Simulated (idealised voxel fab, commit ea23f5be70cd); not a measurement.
Herein follows the process module entitled voxel transistor to metal.
FYI the section here is cut, 175 nm wide, cells are 5 nm squares.
Each cross-section below is a grid of square cells, stated as bands in top-down order, with one or more rows of cells making up each band. Band: top and bottom heights (nm) first, top before bottom; then materials from left to right, widths in nm. "throughout" marks a sole material filling the band edge to edge. "blank" denotes empty space. Where do heights start? At 0: under that level the wafer as delivered is made of one material only. And the lowest band has no floor; it just carries on downward, as in "top 0, no bottom". Quick explanation for "30..40": the width changes in equal steps down the rows of cells, from the first number in the band's top row to the second number in its bottom row. "all unchanged" means the step left every cell of the cross-section as it was. "Cavities, sealed" - sealed voids, min. 8 cells, no opening to top; format: width x height at distance (distance from left edge; nm throughout). Text after the settings on a step's line: the simulator's own remark on that step. For masked steps, "overlay nm" on the step line gives how far right of plan the mask actually lay; a minus sign means it lay to the left.
[Planned step list for the process]
1,RECEIVE (material Si)
2,CONFORMAL_DEP (material SiO2; thk nm 5)
3,CONFORMAL_DEP (material SiN; thk nm 10)
4,DIRECTIONAL_DEP (material aC; thk nm 15)
5,PATTERN (tone cover; mask id ACTIVE; material resist; width nm 115; thk nm 35; overlay nm 0)
6,DIRECTIONAL_ETCH (etch materials aC; depth nm 15)
7,STRIP (etch materials resist)
8,DIRECTIONAL_ETCH (etch materials SiN; depth nm 10)
9,DIRECTIONAL_ETCH (etch materials SiO2; depth nm 5)
10,DIRECTIONAL_ETCH (etch materials Si; depth nm 35)
11,STRIP (etch materials aC)
12,OXIDIZE (depth nm 5)
13,FILL_DEP (material SiO2; thk nm 10)
14,CMP (height nm 15)
15,SELECTIVE_ETCH (etch materials SiO2; depth nm 5)
16,STRIP (etch materials SiN)
17,SELECTIVE_ETCH (etch materials SiO2; depth nm 5)
18,OXIDIZE (depth nm 5)
19,DIRECTIONAL_DEP (material polySi; thk nm 30)
20,DIRECTIONAL_DEP (material SiCN; thk nm 10)
21,DIRECTIONAL_DEP (material aC; thk nm 15)
22,PATTERN (tone cover; mask id GATE; material resist; width nm 25; thk nm 30; overlay nm 0)
23,DIRECTIONAL_ETCH (etch materials aC; depth nm 15)
24,STRIP (etch materials resist)
25,DIRECTIONAL_ETCH (etch materials SiCN; depth nm 20)
26,DIRECTIONAL_ETCH (etch materials polySi; depth nm 40)
27,STRIP (etch materials aC)
28,CONFORMAL_DEP (material SiN; thk nm 10)
29,DIRECTIONAL_ETCH (etch materials SiN; depth nm 10)
30,DIRECTIONAL_ETCH (etch materials SiO2; depth nm 5)
31,DIRECTIONAL_ETCH (etch materials Si; depth nm 5)
32,EPI (material pSi; thk nm 5)
33,FILL_DEP (material SiO2; thk nm 5)
34,CMP (height nm 30)
35,STRIP (etch materials polySi)
36,SELECTIVE_ETCH (etch materials SiO2; depth nm 5)
37,CONFORMAL_DEP (material HfO2; thk nm 5)
38,CONFORMAL_DEP (material TiN; thk nm 5)
39,FILL_DEP (material W; thk nm 10)
40,CMP (height nm 25)
41,DIRECTIONAL_DEP (material SiO2; thk nm 15)
42,DIRECTIONAL_DEP (material aC; thk nm 15)
43,PATTERN (tone open; mask id CONTACT; material resist; width nm 15; pitch nm 80; thk nm 35; overlay nm 0)
44,DIRECTIONAL_ETCH (etch materials aC; depth nm 15)
45,STRIP (etch materials resist)
46,DIRECTIONAL_ETCH (etch materials SiO2; depth nm 45)
47,STRIP (etch materials aC)
48,CONFORMAL_DEP (material TiN; thk nm 5)
49,FILL_DEP (material Ru; thk nm 10)
50,CMP (height nm 40)
51,DIRECTIONAL_DEP (material TiN; thk nm 5)
52,DIRECTIONAL_DEP (material W; thk nm 15)
53,MASKED_ETCH (tone cover; mask id METAL_1; width nm 15; pitch nm 80; etch materials W; depth nm 15; overlay nm 0)
54,MASKED_ETCH (tone cover; mask id METAL_1; width nm 15; pitch nm 80; etch materials TiN; depth nm 5; overlay nm 0)
55,CONFORMAL_DEP (material SiN; thk nm 5)
56,FILL_DEP (material SiO2; thk nm 10)
57,CMP (height nm 60)
58,CONFORMAL_DEP (material SiCN; thk nm 5)
[First of two wafers, processed according to plan]
[Cross-section of the wafer as it came to us, i.e., already through step 1]
	top 0, no bottom = Si throughout
	Cavities, sealed: none
[You're looking at a cross-section of the wafer after step 2]
	top 5, bottom 0 = SiO2 throughout
	All layers under 0 are left as they were.
[You're looking at a cross-section of the wafer after step 3]
	top 15, bottom 5 = SiN throughout
	All layers under 5 are left as they were.
[You're looking at a cross-section of the wafer after step 4]
	top 30, bottom 15 = aC throughout
	All layers under 15 are left as they were.
[You're looking at a cross-section of the wafer after step 5]
	top 65, bottom 30 = 30 of blank | 115 of resist | 30 of blank
	All layers under 30 are left as they were.
[You're looking at a cross-section of the wafer after step 6]
	top 50, bottom 30 = 30 of blank | 115 of resist | 30 of blank
	top 30, bottom 15 = 30 of blank | 115 of aC | 30 of blank
	All layers under 15 are left as they were.
[You're looking at a cross-section of the wafer after step 7]
	top 30, bottom 15 = 30 of blank | 115 of aC | 30 of blank
	All layers under 15 are left as they were.
[You're looking at a cross-section of the wafer after step 8]
	top 30, bottom 15 = 30 of blank | 115 of aC | 30 of blank
	top 15, bottom 5 = 30 of blank | 115 of SiN | 30 of blank
	All layers under 5 are left as they were.
[You're looking at a cross-section of the wafer after step 9]
	top 30, bottom 15 = 30 of blank | 115 of aC | 30 of blank
	top 15, bottom 5 = 30 of blank | 115 of SiN | 30 of blank
	top 5, bottom 0 = 30 of blank | 115 of SiO2 | 30 of blank
	All layers under 0 are left as they were.
[You're looking at a cross-section of the wafer after step 10]
	top 30, bottom 15 = 30 of blank | 115 of aC | 30 of blank
	top 15, bottom 5 = 30 of blank | 115 of SiN | 30 of blank
	top 5, bottom 0 = 30 of blank | 115 of SiO2 | 30 of blank
	top 0, bottom -35 = 30 of blank | 115 of Si | 30 of blank
	All layers under -35 are left as they were.
[You're looking at a cross-section of the wafer after step 11]
	top 15, bottom 5 = 30 of blank | 115 of SiN | 30 of blank
	All layers under 5 are left as they were.
[You're looking at a cross-section of the wafer after step 12]
	top 15, bottom 5 = 30 of blank | 115 of SiN | 30 of blank
	top 5, bottom 0 = 30 of blank | 115 of SiO2 | 30 of blank
	top 0, bottom -35 = 30 of blank | 5 of SiO2 | 105 of Si | 5 of SiO2 | 30 of blank
	top -35, bottom -40 = 35 of SiO2 | 105 of Si | 35 of SiO2
	All layers under -40 are left as they were.
[You're looking at a cross-section of the wafer after step 13]
	top 25, bottom 15 = SiO2 throughout
	top 15, bottom 5 = 30 of SiO2 | 115 of SiN | 30 of SiO2
	top 5, bottom 0 = SiO2 throughout
	top 0, bottom -40 = 35 of SiO2 | 105 of Si | 35 of SiO2
	All layers under -40 are left as they were.
[You're looking at a cross-section of the wafer after step 14]
	top 15, bottom 5 = 30 of SiO2 | 115 of SiN | 30 of SiO2
	All layers under 5 are left as they were.
[You're looking at a cross-section of the wafer after step 15]
	top 15, bottom 10 = 30 of blank | 115 of SiN | 30 of blank
	All layers under 10 are left as they were.
[You're looking at a cross-section of the wafer after step 16]
	top 10, bottom 5 = 30 of SiO2 | 115 of blank | 30 of SiO2
	All layers under 5 are left as they were.
[You're looking at a cross-section of the wafer after step 17]
	top 5, bottom 0 = 25 of SiO2 | 125 of blank | 25 of SiO2
	All layers under 0 are left as they were.
[You're looking at a cross-section of the wafer after step 18]
	top 5, bottom 0 = 25 of SiO2 | 125 of blank | 25 of SiO2
	top 0, bottom -5 = SiO2 throughout
	All layers under -5 are left as they were.
[You're looking at a cross-section of the wafer after step 19]
	top 35, bottom 30 = 25 of polySi | 125 of blank | 25 of polySi
	top 30, bottom 5 = polySi throughout
	top 5, bottom 0 = 25 of SiO2 | 125 of polySi | 25 of SiO2
	All layers under 0 are left as they were.
[You're looking at a cross-section of the wafer after step 20]
	top 45, bottom 40 = 25 of SiCN | 125 of blank | 25 of SiCN
	top 40, bottom 35 = SiCN throughout
	top 35, bottom 30 = 25 of polySi | 125 of SiCN | 25 of polySi
	All layers under 30 are left as they were.
[You're looking at a cross-section of the wafer after step 21]
	top 60, bottom 55 = 25 of aC | 125 of blank | 25 of aC
	top 55, bottom 45 = aC throughout
	top 45, bottom 40 = 25 of SiCN | 125 of aC | 25 of SiCN
	All layers under 40 are left as they were.
[You're looking at a cross-section of the wafer after step 22]
	top 90, bottom 60 = 75 of blank | 25 of resist | 75 of blank
	top 60, bottom 55 = 25 of aC | 50 of blank | 25 of resist | 50 of blank | 25 of aC
	All layers under 55 are left as they were.
[You're looking at a cross-section of the wafer after step 23]
	top 75, bottom 55 = 75 of blank | 25 of resist | 75 of blank
	top 55, bottom 45 = 75 of blank | 25 of aC | 75 of blank
	top 45, bottom 40 = 25 of SiCN | 50 of blank | 25 of aC | 50 of blank | 25 of SiCN
	All layers under 40 are left as they were.
[You're looking at a cross-section of the wafer after step 24]
	top 55, bottom 45 = 75 of blank | 25 of aC | 75 of blank
	All layers under 45 are left as they were.
[You're looking at a cross-section of the wafer after step 25]
	top 55, bottom 40 = 75 of blank | 25 of aC | 75 of blank
	top 40, bottom 35 = 75 of blank | 25 of SiCN | 75 of blank
	top 35, bottom 30 = 25 of polySi | 50 of blank | 25 of SiCN | 50 of blank | 25 of polySi
	All layers under 30 are left as they were.
[You're looking at a cross-section of the wafer after step 26]
	top 55, bottom 40 = 75 of blank | 25 of aC | 75 of blank
	top 40, bottom 30 = 75 of blank | 25 of SiCN | 75 of blank
	top 30, bottom 5 = 75 of blank | 25 of polySi | 75 of blank
	top 5, bottom 0 = 25 of SiO2 | 50 of blank | 25 of polySi | 50 of blank | 25 of SiO2
	All layers under 0 are left as they were.
[You're looking at a cross-section of the wafer after step 27]
	top 40, bottom 30 = 75 of blank | 25 of SiCN | 75 of blank
	All layers under 30 are left as they were.
[You're looking at a cross-section of the wafer after step 28]
	top 50, bottom 40 = 65 of blank | 45 of SiN | 65 of blank
	top 40, bottom 30 = 65 of blank | 10 of SiN | 25 of SiCN | 10 of SiN | 65 of blank
	top 30, bottom 15 = 65 of blank | 10 of SiN | 25 of polySi | 10 of SiN | 65 of blank
	top 15, bottom 10 = 35 of SiN | 30 of blank | 10 of SiN | 25 of polySi | 10 of SiN | 30 of blank | 35 of SiN
	top 10, bottom 5 = 75 of SiN | 25 of polySi | 75 of SiN
	top 5, bottom 0 = 25 of SiO2 | 50 of SiN | 25 of polySi | 50 of SiN | 25 of SiO2
	All layers under 0 are left as they were.
[You're looking at a cross-section of the wafer after step 29]
	top 40, bottom 30 = 65 of blank | 10 of SiN | 25 of SiCN | 10 of SiN | 65 of blank
	top 30, bottom 5 = 65 of blank | 10 of SiN | 25 of polySi | 10 of SiN | 65 of blank
	top 5, bottom 0 = 25 of SiO2 | 10 of SiN | 30 of blank | 10 of SiN | 25 of polySi | 10 of SiN | 30 of blank | 10 of SiN | 25 of SiO2
	All layers under 0 are left as they were.
[You're looking at a cross-section of the wafer after step 30]
	top 40, bottom 30 = 65 of blank | 10 of SiN | 25 of SiCN | 10 of SiN | 65 of blank
	top 30, bottom 5 = 65 of blank | 10 of SiN | 25 of polySi | 10 of SiN | 65 of blank
	top 5, bottom 0 = 25 of blank | 10 of SiN | 30 of blank | 10 of SiN | 25 of polySi | 10 of SiN | 30 of blank | 10 of SiN | 25 of blank
	top 0, bottom -5 = 35 of SiO2 | 30 of blank | 45 of SiO2 | 30 of blank | 35 of SiO2
	All layers under -5 are left as they were.
[You're looking at a cross-section of the wafer after step 31]
	top 40, bottom 30 = 65 of blank | 10 of SiN | 25 of SiCN | 10 of SiN | 65 of blank
	top 30, bottom 5 = 65 of blank | 10 of SiN | 25 of polySi | 10 of SiN | 65 of blank
	top 5, bottom 0 = 25 of blank | 10 of SiN | 30 of blank | 10 of SiN | 25 of polySi | 10 of SiN | 30 of blank | 10 of SiN | 25 of blank
	top 0, bottom -5 = 35 of SiO2 | 30 of blank | 45 of SiO2 | 30 of blank | 35 of SiO2
	top -5, bottom -10 = 35 of SiO2 | 30 of blank | 45 of Si | 30 of blank | 35 of SiO2
	All layers under -10 are left as they were.
[You're looking at a cross-section of the wafer after step 32]
	top 40, bottom 30 = 65 of blank | 10 of SiN | 25 of SiCN | 10 of SiN | 65 of blank
	top 30, bottom 5 = 65 of blank | 10 of SiN | 25 of polySi | 10 of SiN | 65 of blank
	top 5, bottom 0 = 25 of blank | 10 of SiN | 30 of blank | 10 of SiN | 25 of polySi | 10 of SiN | 30 of blank | 10 of SiN | 25 of blank
	top 0, bottom -5 = 35 of SiO2 | 25 of blank | 5 of pSi | 45 of SiO2 | 5 of pSi | 25 of blank | 35 of SiO2
	top -5, bottom -10 = 35 of SiO2 | 30 of pSi | 45 of Si | 30 of pSi | 35 of SiO2
	All layers under -10 are left as they were.
[You're looking at a cross-section of the wafer after step 33]
	top 45, bottom 40 = SiO2 throughout
	top 40, bottom 30 = 65 of SiO2 | 10 of SiN | 25 of SiCN | 10 of SiN | 65 of SiO2
	top 30, bottom 5 = 65 of SiO2 | 10 of SiN | 25 of polySi | 10 of SiN | 65 of SiO2
	top 5, bottom 0 = 25 of SiO2 | 10 of SiN | 30 of SiO2 | 10 of SiN | 25 of polySi | 10 of SiN | 30 of SiO2 | 10 of SiN | 25 of SiO2
	top 0, bottom -5 = 60 of SiO2 | 5 of pSi | 45 of SiO2 | 5 of pSi | 60 of SiO2
	All layers under -5 are left as they were.
[You're looking at a cross-section of the wafer after step 34]
	top 30, bottom 5 = 65 of SiO2 | 10 of SiN | 25 of polySi | 10 of SiN | 65 of SiO2
	All layers under 5 are left as they were.
[You're looking at a cross-section of the wafer after step 35]
	top 30, bottom 5 = 65 of SiO2 | 10 of SiN | 25 of blank | 10 of SiN | 65 of SiO2
	top 5, bottom 0 = 25 of SiO2 | 10 of SiN | 30 of SiO2 | 10 of SiN | 25 of blank | 10 of SiN | 30 of SiO2 | 10 of SiN | 25 of SiO2
	All layers under 0 are left as they were.
[You're looking at a cross-section of the wafer after step 36]
	top 30, bottom 25 = 65 of blank | 10 of SiN | 25 of blank | 10 of SiN | 65 of blank
	top 25, bottom 5 = 65 of SiO2 | 10 of SiN | 25 of blank | 10 of SiN | 65 of SiO2
	top 5, bottom 0 = 25 of SiO2 | 10 of SiN | 30 of SiO2 | 10 of SiN | 25 of blank | 10 of SiN | 30 of SiO2 | 10 of SiN | 25 of SiO2
	top 0, bottom -5 = 60 of SiO2 | 5 of pSi | 5 of SiO2 | 35 of blank | 5 of SiO2 | 5 of pSi | 60 of SiO2
	All layers under -5 are left as they were.
[You're looking at a cross-section of the wafer after step 37]
	top 35, bottom 30 = 60 of blank | 20 of HfO2 | 15 of blank | 20 of HfO2 | 60 of blank
	top 30, bottom 25 = 65 of HfO2 | 10 of SiN | 5 of HfO2 | 15 of blank | 5 of HfO2 | 10 of SiN | 65 of HfO2
	top 25, bottom 5 = 65 of SiO2 | 10 of SiN | 5 of HfO2 | 15 of blank | 5 of HfO2 | 10 of SiN | 65 of SiO2
	top 5, bottom 0 = 25 of SiO2 | 10 of SiN | 30 of SiO2 | 10 of SiN | 5 of HfO2 | 15 of blank | 5 of HfO2 | 10 of SiN | 30 of SiO2 | 10 of SiN | 25 of SiO2
	top 0, bottom -5 = 60 of SiO2 | 5 of pSi | 5 of SiO2 | 35 of HfO2 | 5 of SiO2 | 5 of pSi | 60 of SiO2
	All layers under -5 are left as they were.
[You're looking at a cross-section of the wafer after step 38]
	top 40, bottom 35 = 55 of blank | 30 of TiN | 5 of blank | 30 of TiN | 55 of blank
	top 35, bottom 30 = 60 of TiN | 20 of HfO2 | 5 of TiN | 5 of blank | 5 of TiN | 20 of HfO2 | 60 of TiN
	top 30, bottom 25 = 65 of HfO2 | 10 of SiN | 5 of HfO2 | 5 of TiN | 5 of blank | 5 of TiN | 5 of HfO2 | 10 of SiN | 65 of HfO2
	top 25, bottom 5 = 65 of SiO2 | 10 of SiN | 5 of HfO2 | 5 of TiN | 5 of blank | 5 of TiN | 5 of HfO2 | 10 of SiN | 65 of SiO2
	top 5, bottom 0 = 25 of SiO2 | 10 of SiN | 30 of SiO2 | 10 of SiN | 5 of HfO2 | 15 of TiN | 5 of HfO2 | 10 of SiN | 30 of SiO2 | 10 of SiN | 25 of SiO2
	All layers under 0 are left as they were.
[You're looking at a cross-section of the wafer after step 39]
	top 50, bottom 40 = W throughout
	top 40, bottom 35 = 55 of W | 30 of TiN | 5 of W | 30 of TiN | 55 of W
	top 35, bottom 30 = 60 of TiN | 20 of HfO2 | 5 of TiN | 5 of W | 5 of TiN | 20 of HfO2 | 60 of TiN
	top 30, bottom 25 = 65 of HfO2 | 10 of SiN | 5 of HfO2 | 5 of TiN | 5 of W | 5 of TiN | 5 of HfO2 | 10 of SiN | 65 of HfO2
	top 25, bottom 5 = 65 of SiO2 | 10 of SiN | 5 of HfO2 | 5 of TiN | 5 of W | 5 of TiN | 5 of HfO2 | 10 of SiN | 65 of SiO2
	All layers under 5 are left as they were.
[You're looking at a cross-section of the wafer after step 40]
	top 25, bottom 5 = 65 of SiO2 | 10 of SiN | 5 of HfO2 | 5 of TiN | 5 of W | 5 of TiN | 5 of HfO2 | 10 of SiN | 65 of SiO2
	All layers under 5 are left as they were.
[You're looking at a cross-section of the wafer after step 41]
	top 40, bottom 25 = SiO2 throughout
	All layers under 25 are left as they were.
[You're looking at a cross-section of the wafer after step 42]
	top 55, bottom 40 = aC throughout
	All layers under 40 are left as they were.
[You're looking at a cross-section of the wafer after step 43]
	top 90, bottom 55 = 40 of resist | 15 of blank | 65 of resist | 15 of blank | 40 of resist
	All layers under 55 are left as they were.
[You're looking at a cross-section of the wafer after step 44]
	top 75, bottom 55 = 40 of resist | 15 of blank | 65 of resist | 15 of blank | 40 of resist
	top 55, bottom 40 = 40 of aC | 15 of blank | 65 of aC | 15 of blank | 40 of aC
	All layers under 40 are left as they were.
[You're looking at a cross-section of the wafer after step 45]
	top 55, bottom 40 = 40 of aC | 15 of blank | 65 of aC | 15 of blank | 40 of aC
	All layers under 40 are left as they were.
[You're looking at a cross-section of the wafer after step 46]
	top 55, bottom 40 = 40 of aC | 15 of blank | 65 of aC | 15 of blank | 40 of aC
	top 40, bottom 25 = 40 of SiO2 | 15 of blank | 65 of SiO2 | 15 of blank | 40 of SiO2
	top 25, bottom 5 = 40 of SiO2 | 15 of blank | 10 of SiO2 | 10 of SiN | 5 of HfO2 | 5 of TiN | 5 of W | 5 of TiN | 5 of HfO2 | 10 of SiN | 10 of SiO2 | 15 of blank | 40 of SiO2
	top 5, bottom 0 = 25 of SiO2 | 10 of SiN | 5 of SiO2 | 15 of blank | 10 of SiO2 | 10 of SiN | 5 of HfO2 | 15 of TiN | 5 of HfO2 | 10 of SiN | 10 of SiO2 | 15 of blank | 5 of SiO2 | 10 of SiN | 25 of SiO2
	top 0, bottom -5 = 40 of SiO2 | 15 of blank | 5 of SiO2 | 5 of pSi | 5 of SiO2 | 35 of HfO2 | 5 of SiO2 | 5 of pSi | 5 of SiO2 | 15 of blank | 40 of SiO2
	All layers under -5 are left as they were.
[You're looking at a cross-section of the wafer after step 47]
	top 40, bottom 25 = 40 of SiO2 | 15 of blank | 65 of SiO2 | 15 of blank | 40 of SiO2
	All layers under 25 are left as they were.
[You're looking at a cross-section of the wafer after step 48]
	top 45, bottom 40 = 45 of TiN | 5 of blank | 75 of TiN | 5 of blank | 45 of TiN
	top 40, bottom 25 = 40 of SiO2 | 5 of TiN | 5 of blank | 5 of TiN | 65 of SiO2 | 5 of TiN | 5 of blank | 5 of TiN | 40 of SiO2
	top 25, bottom 5 = 40 of SiO2 | 5 of TiN | 5 of blank | 5 of TiN | 10 of SiO2 | 10 of SiN | 5 of HfO2 | 5 of TiN | 5 of W | 5 of TiN | 5 of HfO2 | 10 of SiN | 10 of SiO2 | 5 of TiN | 5 of blank | 5 of TiN | 40 of SiO2
	top 5, bottom 0 = 25 of SiO2 | 10 of SiN | 5 of SiO2 | 5 of TiN | 5 of blank | 5 of TiN | 10 of SiO2 | 10 of SiN | 5 of HfO2 | 15 of TiN | 5 of HfO2 | 10 of SiN | 10 of SiO2 | 5 of TiN | 5 of blank | 5 of TiN | 5 of SiO2 | 10 of SiN | 25 of SiO2
	top 0, bottom -5 = 40 of SiO2 | 15 of TiN | 5 of SiO2 | 5 of pSi | 5 of SiO2 | 35 of HfO2 | 5 of SiO2 | 5 of pSi | 5 of SiO2 | 15 of TiN | 40 of SiO2
	All layers under -5 are left as they were.
[You're looking at a cross-section of the wafer after step 49]
	top 55, bottom 45 = Ru throughout
	top 45, bottom 40 = 45 of TiN | 5 of Ru | 75 of TiN | 5 of Ru | 45 of TiN
	top 40, bottom 25 = 40 of SiO2 | 5 of TiN | 5 of Ru | 5 of TiN | 65 of SiO2 | 5 of TiN | 5 of Ru | 5 of TiN | 40 of SiO2
	top 25, bottom 5 = 40 of SiO2 | 5 of TiN | 5 of Ru | 5 of TiN | 10 of SiO2 | 10 of SiN | 5 of HfO2 | 5 of TiN | 5 of W | 5 of TiN | 5 of HfO2 | 10 of SiN | 10 of SiO2 | 5 of TiN | 5 of Ru | 5 of TiN | 40 of SiO2
	top 5, bottom 0 = 25 of SiO2 | 10 of SiN | 5 of SiO2 | 5 of TiN | 5 of Ru | 5 of TiN | 10 of SiO2 | 10 of SiN | 5 of HfO2 | 15 of TiN | 5 of HfO2 | 10 of SiN | 10 of SiO2 | 5 of TiN | 5 of Ru | 5 of TiN | 5 of SiO2 | 10 of SiN | 25 of SiO2
	All layers under 0 are left as they were.
[You're looking at a cross-section of the wafer after step 50]
	top 40, bottom 25 = 40 of SiO2 | 5 of TiN | 5 of Ru | 5 of TiN | 65 of SiO2 | 5 of TiN | 5 of Ru | 5 of TiN | 40 of SiO2
	All layers under 25 are left as they were.
[You're looking at a cross-section of the wafer after step 51]
	top 45, bottom 40 = TiN throughout
	All layers under 40 are left as they were.
[You're looking at a cross-section of the wafer after step 52]
	top 60, bottom 45 = W throughout
	All layers under 45 are left as they were.
[You're looking at a cross-section of the wafer after step 53]
	top 60, bottom 45 = 40 of blank | 15 of W | 65 of blank | 15 of W | 40 of blank
	All layers under 45 are left as they were.
[You're looking at a cross-section of the wafer after step 54]
	top 60, bottom 45 = 40 of blank | 15 of W | 65 of blank | 15 of W | 40 of blank
	top 45, bottom 40 = 40 of blank | 15 of TiN | 65 of blank | 15 of TiN | 40 of blank
	All layers under 40 are left as they were.
[You're looking at a cross-section of the wafer after step 55]
	top 65, bottom 60 = 35 of blank | 25 of SiN | 55 of blank | 25 of SiN | 35 of blank
	top 60, bottom 45 = 35 of blank | 5 of SiN | 15 of W | 5 of SiN | 55 of blank | 5 of SiN | 15 of W | 5 of SiN | 35 of blank
	top 45, bottom 40 = 40 of SiN | 15 of TiN | 65 of SiN | 15 of TiN | 40 of SiN
	All layers under 40 are left as they were.
[You're looking at a cross-section of the wafer after step 56]
	top 75, bottom 65 = SiO2 throughout
	top 65, bottom 60 = 35 of SiO2 | 25 of SiN | 55 of SiO2 | 25 of SiN | 35 of SiO2
	top 60, bottom 45 = 35 of SiO2 | 5 of SiN | 15 of W | 5 of SiN | 55 of SiO2 | 5 of SiN | 15 of W | 5 of SiN | 35 of SiO2
	All layers under 45 are left as they were.
[You're looking at a cross-section of the wafer after step 57]
	top 60, bottom 45 = 35 of SiO2 | 5 of SiN | 15 of W | 5 of SiN | 55 of SiO2 | 5 of SiN | 15 of W | 5 of SiN | 35 of SiO2
	All layers under 45 are left as they were.
[You're looking at a cross-section of the wafer after step 58]
	top 65, bottom 60 = SiCN throughout
	All layers under 60 are left as they were.
[Wafer two: like wafer one in start and plan, but with one mistake in execution; identical up to and including step 50]
[Second wafer cross-section, taken as of the time the plan sets for step 51 to be done]
	top 55, bottom 40 = W throughout
	All layers under 40 are left as they were.
[Second wafer cross-section, taken as of the time the plan sets for step 52 to be done]
	top 60, bottom 55 = TiN throughout
	All layers under 55 are left as they were.
Second wafer cross-section, taken as of the time the plan sets for step 53 to be done: all unchanged
[Second wafer cross-section, taken as of the time the plan sets for step 54 to be done]
	top 60, bottom 55 = 40 of blank | 15 of TiN | 65 of blank | 15 of TiN | 40 of blank
	All layers under 55 are left as they were.
[Second wafer cross-section, taken as of the time the plan sets for step 55 to be done]
	top 65, bottom 60 = 35 of blank | 25 of SiN | 55 of blank | 25 of SiN | 35 of blank
	top 60, bottom 55 = 40 of SiN | 15 of TiN | 65 of SiN | 15 of TiN | 40 of SiN
	All layers under 55 are left as they were.
[Second wafer cross-section, taken as of the time the plan sets for step 56 to be done]
	top 75, bottom 65 = SiO2 throughout
	top 65, bottom 60 = 35 of SiO2 | 25 of SiN | 55 of SiO2 | 25 of SiN | 35 of SiO2
	All layers under 60 are left as they were.
[Second wafer cross-section, taken as of the time the plan sets for step 57 to be done]
	top 60, bottom 55 = 40 of SiN | 15 of TiN | 65 of SiN | 15 of TiN | 40 of SiN
	All layers under 55 are left as they were.
[Second wafer cross-section, taken as of the time the plan sets for step 58 to be done]
	top 65, bottom 60 = SiCN throughout
	All layers under 60 are left as they were.
What was done differently from what was planned? step 51 ran in the slot meant for step 52, and vice versa
Final tally in cells, some materials are higher or lower on the second wafer than on the first: 12 fewer of SiN, 75 fewer of SiO2, 87 more of W
